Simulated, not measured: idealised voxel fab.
voxel spacer lines: a process module
Square cells of 5 nm make up the cross-section cut, whose width is 205 nm.
Reading order for cross-sections: top band down to bottom band. Underlying form: a grid of square cells. Band size: one or more rows of cells. Top, bottom (nm), then materials left to right with widths (nm); lone material tagged "edge to edge" fills the whole band edge to edge; "air" = empty space. Convention: height 0 is the level below which the wafer, as received, is all one material. The lowest band does not terminate at the bottom but continues downward, represented as "0..down". Note: "30 to 40" means the width goes from the first number (top row of the band) to the second number (bottom row) in equal steps per row of cells. When a step is marked "identical to before", none of the cells in the cross-section changed during that step. The label "Listed closed voids" introduces a list of the empty spaces, 8 cells or larger, that have no open way up to the top; each entry in it reads width x height at distance, where the distance is taken from the left edge and all three are stated in nm. Post-settings text on a step line: simulator's own remark regarding the step. overlay nm: where the mask lay relative to plan, measured to the right, on steps with a mask; negatives go left.

# Planned step list for the process
| 1 | RECEIVE with material Si |
| 2 | CONFORMAL_DEP with material Al2O3, thk nm 10 |
| 3 | DIRECTIONAL_DEP with material SiN, thk nm 20 |
| 4 | DIRECTIONAL_DEP with material polySi, thk nm 20 |
| 5 | PATTERN with tone cover, mask id MANDREL, material resist, width nm 20, pitch nm 70, thk nm 30, overlay nm 0 |
| 6 | DIRECTIONAL_ETCH with etch materials polySi, depth nm 20 |
| 7 | STRIP with etch materials resist |
| 8 | CONFORMAL_DEP with material SiO2, thk nm 15 |
| 9 | DIRECTIONAL_ETCH with etch materials SiO2, depth nm 15 |
| 10 | STRIP with etch materials polySi |
| 11 | DIRECTIONAL_ETCH with etch materials SiN, depth nm 20 |
| 12 | STRIP with etch materials SiO2 |

# First of two wafers, processed according to plan

# Shown in cross-section is the wafer as received, that is, as it stands after step 1
- 0..down | Si edge to edge
- Listed closed voids: none

# How the wafer stands in section after step 2
- 10..0 | Al2O3 edge to edge
- Anything lower than 0 is untouched.

# How the wafer stands in section after step 3
- 30..10 | SiN edge to edge
- Anything lower than 10 is untouched.

# How the wafer stands in section after step 4
- 50..30 | polySi edge to edge
- Anything lower than 30 is untouched.

# How the wafer stands in section after step 5
- 80..50 | air: 20; resist: 20; air: 50; resist: 20; air: 50; resist: 20; air: 25
- Anything lower than 50 is untouched.

# How the wafer stands in section after step 6
- 80..50 | air: 20; resist: 20; air: 50; resist: 20; air: 50; resist: 20; air: 25
- 50..30 | air: 20; polySi: 20; air: 50; polySi: 20; air: 50; polySi: 20; air: 25
- Anything lower than 30 is untouched.

# How the wafer stands in section after step 7
- 50..30 | air: 20; polySi: 20; air: 50; polySi: 20; air: 50; polySi: 20; air: 25
- Anything lower than 30 is untouched.

# How the wafer stands in section after step 8
- 65..50 | air: 5; SiO2: 50; air: 20; SiO2: 50; air: 20; SiO2: 50; air: 10
- 50..45 | air: 5; SiO2: 15; polySi: 20; SiO2: 15; air: 20; SiO2: 15; polySi: 20; SiO2: 15; air: 20; SiO2: 15; polySi: 20; SiO2: 15; air: 10
- 45..30 | SiO2: 20; polySi: 20; SiO2: 50; polySi: 20; SiO2: 50; polySi: 20; SiO2: 25
- Anything lower than 30 is untouched.

# How the wafer stands in section after step 9
- 50..30 | air: 5; SiO2: 15; polySi: 20; SiO2: 15; air: 20; SiO2: 15; polySi: 20; SiO2: 15; air: 20; SiO2: 15; polySi: 20; SiO2: 15; air: 10
- Anything lower than 30 is untouched.

# How the wafer stands in section after step 10
- 50..30 | air: 5; SiO2: 15; air: 20; SiO2: 15; air: 20; SiO2: 15; air: 20; SiO2: 15; air: 20; SiO2: 15; air: 20; SiO2: 15; air: 10
- Anything lower than 30 is untouched.

# How the wafer stands in section after step 11
- 50..30 | air: 5; SiO2: 15; air: 20; SiO2: 15; air: 20; SiO2: 15; air: 20; SiO2: 15; air: 20; SiO2: 15; air: 20; SiO2: 15; air: 10
- 30..10 | air: 5; SiN: 15; air: 20; SiN: 15; air: 20; SiN: 15; air: 20; SiN: 15; air: 20; SiN: 15; air: 20; SiN: 15; air: 10
- Anything lower than 10 is untouched.

# How the wafer stands in section after step 12
- 30..10 | air: 5; SiN: 15; air: 20; SiN: 15; air: 20; SiN: 15; air: 20; SiN: 15; air: 20; SiN: 15; air: 20; SiN: 15; air: 10
- Anything lower than 10 is untouched.

# For the second wafer, take the first wafer's start and plan, then add one mistake made in running it; everything through step 2, that step included, is shared with the first

# Cross-section of the second wafer at the time step 3 of the plan should have ended
- 50..10 | SiN edge to edge
- Anything lower than 10 is untouched.

# Cross-section of the second wafer at the time step 4 of the plan should have ended
- 70..50 | polySi edge to edge
- Anything lower than 50 is untouched.

# Cross-section of the second wafer at the time step 5 of the plan should have ended
- 100..70 | air: 20; resist: 20; air: 50; resist: 20; air: 50; resist: 20; air: 25
- Anything lower than 70 is untouched.

# Cross-section of the second wafer at the time step 6 of the plan should have ended
- 100..70 | air: 20; resist: 20; air: 50; resist: 20; air: 50; resist: 20; air: 25
- 70..50 | air: 20; polySi: 20; air: 50; polySi: 20; air: 50; polySi: 20; air: 25
- Anything lower than 50 is untouched.

# Cross-section of the second wafer at the time step 7 of the plan should have ended
- 70..50 | air: 20; polySi: 20; air: 50; polySi: 20; air: 50; polySi: 20; air: 25
- Anything lower than 50 is untouched.

# Cross-section of the second wafer at the time step 8 of the plan should have ended
- 85..70 | air: 5; SiO2: 50; air: 20; SiO2: 50; air: 20; SiO2: 50; air: 10
- 70..65 | air: 5; SiO2: 15; polySi: 20; SiO2: 15; air: 20; SiO2: 15; polySi: 20; SiO2: 15; air: 20; SiO2: 15; polySi: 20; SiO2: 15; air: 10
- 65..50 | SiO2: 20; polySi: 20; SiO2: 50; polySi: 20; SiO2: 50; polySi: 20; SiO2: 25
- Anything lower than 50 is untouched.

# Cross-section of the second wafer at the time step 9 of the plan should have ended
- 70..50 | air: 5; SiO2: 15; polySi: 20; SiO2: 15; air: 20; SiO2: 15; polySi: 20; SiO2: 15; air: 20; SiO2: 15; polySi: 20; SiO2: 15; air: 10
- Anything lower than 50 is untouched.

# Cross-section of the second wafer at the time step 10 of the plan should have ended
- 70..50 | air: 5; SiO2: 15; air: 20; SiO2: 15; air: 20; SiO2: 15; air: 20; SiO2: 15; air: 20; SiO2: 15; air: 20; SiO2: 15; air: 10
- Anything lower than 50 is untouched.

# Cross-section of the second wafer at the time step 11 of the plan should have ended
- 70..50 | air: 5; SiO2: 15; air: 20; SiO2: 15; air: 20; SiO2: 15; air: 20; SiO2: 15; air: 20; SiO2: 15; air: 20; SiO2: 15; air: 10
- 50..30 | air: 5; SiN: 15; air: 20; SiN: 15; air: 20; SiN: 15; air: 20; SiN: 15; air: 20; SiN: 15; air: 20; SiN: 15; air: 10
- Anything lower than 30 is untouched.

# Cross-section of the second wafer at the time step 12 of the plan should have ended
- 50..30 | air: 5; SiN: 15; air: 20; SiN: 15; air: 20; SiN: 15; air: 20; SiN: 15; air: 20; SiN: 15; air: 20; SiN: 15; air: 10
- Anything lower than 30 is untouched.
Plan not followed: the plan's step 3 ran twice
Wrapping up, a cell-based count of both wafers puts the second over or under the first for these materials: SiN: 164 more
